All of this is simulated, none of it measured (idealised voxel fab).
process module | voxel self aligned contacts
cross-section cut | 185 nm wide | cells 5 nm
A cross-section is a grid of square cells, given in bands from the top down. A band is one or more rows of cells.
Each band's line starts with the height of the band's top and of its bottom, in nm. Then come its materials from left to right, each with its width in nm. One material with "throughout" fills the band from edge to edge. "air" is empty space.
Height 0 is the level under which the wafer as received is all one material. The lowest band goes on downwards, as in "0 down".
A width such as "30 to 40" changes by the same amount from each row of cells to the next, from the band's top row to its bottom row.
"no change" after a step means that no cell of the cross-section changed.
closed voids: empty space of 8 cells or more with no open way to the top, each as width x height at its distance from the left edge, in nm
after a step's settings: what the simulator itself notes on the step
overlay nm, on a step with a mask: how far to the right of its planned place the mask lay; to the left if negative
plan
1 op RECEIVE | material Si
2 op CONFORMAL_DEP | material SiO2 | thk nm 5
3 op DIRECTIONAL_DEP | material polySi | thk nm 25
4 op DIRECTIONAL_DEP | material SiN | thk nm 25
5 op DIRECTIONAL_DEP | material aC | thk nm 15
6 op PATTERN | tone cover | mask id GATE | material resist | width nm 30 | pitch nm 75 | thk nm 30 | overlay nm 0
7 op DIRECTIONAL_ETCH | etch materials aC | depth nm 15
8 op STRIP | etch materials resist
9 op DIRECTIONAL_ETCH | etch materials SiN | depth nm 25
10 op DIRECTIONAL_ETCH | etch materials polySi | depth nm 25
11 op STRIP | etch materials aC
12 op CONFORMAL_DEP | material SiN | thk nm 10
13 op DIRECTIONAL_ETCH | etch materials SiN | depth nm 10
14 op FILL_DEP | material SiO2 | thk nm 15
15 op CMP | height nm 60
16 op MASKED_ETCH | tone open | mask id CONTACT | width nm 55 | etch materials SiO2 | depth nm 60 | overlay nm 0
17 op CONFORMAL_DEP | material TiN | thk nm 5
18 op FILL_DEP | material Ru | thk nm 10
19 op CMP | height nm 60
20 op CONFORMAL_DEP | material SiCN | thk nm 5
as received, after step 1
  0 down: Si throughout
  closed voids: none
a wafer at the end: this start, this plan, one mistake
  65 to 60: SiCN throughout
  60 to 55: SiO2 70 | TiN 15 | Ru 15 | TiN 20 | SiO2 65
  55 to 30: SiO2 30 | SiN 50 | TiN 5 | Ru 15 | TiN 5 | SiN 50 | SiO2 30
  30 to 5: SiO2 30 | SiN 10 | polySi 30 | SiN 10 | TiN 5 | Ru 15 | TiN 5 | SiN 10 | polySi 30 | SiN 10 | SiO2 30
  5 to 0: SiO2 80 | TiN 25 | SiO2 80
  0 down: Si throughout
  closed voids: none
what went wrong: step 16 ran as: op MASKED_ETCH | tone open | mask id CONTACT | width nm 50 | etch materials SiO2 | depth nm 60 | overlay nm 0
